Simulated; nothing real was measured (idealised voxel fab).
This section sets out a process module, namely voxel self aligned vias.
cross-section cut | 155 nm wide | cells 5 nm
In what follows, cross-sections appear as grids of square cells, described through bands that run from the top down, where every band is one or more rows of cells.
The band entry comprises the height of the band's top followed by the height of its bottom, expressed in nm, and subsequently the band's materials from left to right, each stated together with its width in nm. Where a single material is marked with the word "all across", that material fills the band from edge to edge. The word "blank" represents empty space.
Ref level 0: as-received wafer is one material below here. Bottom band extends down with no lower bound ("0 -> down").
It should be noted that a width expressed as "30..40" varies in equal increments from row to row of cells within the band, taking the value of the first number at the top row and that of the second number at the bottom row.
What does "everything unchanged" mean for a step? It means no cell of the cross-section changed in that step.
"Fully closed voids" lists enclosed empty spaces (at least 8 cells, no open path upward to the top), each as width x height at distance from the left edge, in nm.
Note: text after step settings on the step line = simulator remark on that step.
If you see "overlay nm" on a step's line and that step has a mask, it's telling you how far right of where it was planned the mask ended up; a negative number means it went left instead.

**The following list gives the planned process steps**
1,RECEIVE, material Si
2,CONFORMAL_DEP, material SiO2, thk nm 10
3,CONFORMAL_DEP, material SiCN, thk nm 5
4,DIRECTIONAL_DEP, material lowk, thk nm 25
5,DIRECTIONAL_DEP, material aC, thk nm 15
6,PATTERN, tone open, mask id LINES, material resist, width nm 20, pitch nm 70, thk nm 35, overlay nm 0
7,DIRECTIONAL_ETCH, etch materials aC, depth nm 15
8,STRIP, etch materials resist
9,DIRECTIONAL_ETCH, etch materials lowk, depth nm 25
10,STRIP, etch materials aC
11,CONFORMAL_DEP, material TiN, thk nm 5
12,FILL_DEP, material Ru, thk nm 5
13,CMP, height nm 40
14,SELECTIVE_ETCH, etch materials W Ru TiN, depth nm 5
15,FILL_DEP, material SiN, thk nm 10
16,CMP, height nm 40
17,DIRECTIONAL_DEP, material lowk, thk nm 15
18,MASKED_ETCH, tone open, mask id VIAS, width nm 40, etch materials lowk, depth nm 15, overlay nm 0
19,MASKED_ETCH, tone open, mask id VIAS, width nm 40, etch materials SiN, depth nm 5, overlay nm 0
20,CONFORMAL_DEP, material TiN, thk nm 5
21,FILL_DEP, material Cu, thk nm 10
22,CMP, height nm 55
23,CONFORMAL_DEP, material SiN, thk nm 5
For this document, wafers share an identical start and vary in the step 11 thk nm; the plan quotes the first wafer's value.

**Cross-section of the first of several wafers on receipt, reflecting completion of step 1**
* 0 -> down | Si all across
* Fully closed voids: none

**End of module: cross-section of the first of several wafers after step 23, the last step**
* 60 -> 55 | SiN all across
* 55 -> 45 | 20 nm lowk, then 5 nm TiN, then 30 nm Cu, then 5 nm TiN, then 95 nm lowk
* 45 -> 40 | 20 nm lowk, then 15 nm TiN, then 10 nm Cu, then 15 nm TiN, then 95 nm lowk
* 40 -> 35 | 30 nm lowk, then 20 nm TiN, then 50 nm lowk, then 20 nm SiN, then 35 nm lowk
* 35 -> 20 | 30 nm lowk, then 5 nm TiN, then 10 nm Ru, then 5 nm TiN, then 50 nm lowk, then 5 nm TiN, then 10 nm Ru, then 5 nm TiN, then 35 nm lowk
* 20 -> 15 | 30 nm lowk, then 20 nm TiN, then 50 nm lowk, then 20 nm TiN, then 35 nm lowk
* 15 -> 10 | SiCN all across
* 10 -> 0 | SiO2 all across
* 0 -> down | Si all across
* Fully closed voids: none

**At the end of the module, the last of several wafers in cross-section**
* 60 -> 55 | SiN all across
* 55 -> 45 | 20 nm lowk, then 5 nm TiN, then 30 nm Cu, then 5 nm TiN, then 95 nm lowk
* 45 -> 40 | 20 nm lowk, then 15 nm TiN, then 10 nm Cu, then 15 nm TiN, then 95 nm lowk
* 40 -> 35 | 30 nm lowk, then 20 nm TiN, then 50 nm lowk, then 20 nm SiN, then 35 nm lowk
* 35 -> 15 | 30 nm lowk, then 20 nm TiN, then 50 nm lowk, then 20 nm TiN, then 35 nm lowk
* 15 -> 10 | SiCN all across
* 10 -> 0 | SiO2 all across
* 0 -> down | Si all across
* Fully closed voids: none

**The table below has one row for each wafer; a row shows, as of the end of the module, how many cells of each material the wafer has gained, marked (+), or lost, marked (-), since it was received, and then the wafer's closed voids**
thk nm 5 | +14 Cu | +12 Ru | +31 SiCN | +35 SiN | +62 SiO2 | +34 TiN | +184 lowk | Fully closed voids: none
thk nm 10 | +14 Cu | +31 SiCN | +35 SiN | +62 SiO2 | +46 TiN | +184 lowk | Fully closed voids: none
thk nm 15 | +14 Cu | +31 SiCN | +35 SiN | +62 SiO2 | +46 TiN | +184 lowk | Fully closed voids: none
thk nm 20 | +14 Cu | +31 SiCN | +35 SiN | +62 SiO2 | +46 TiN | +184 lowk | Fully closed voids: none
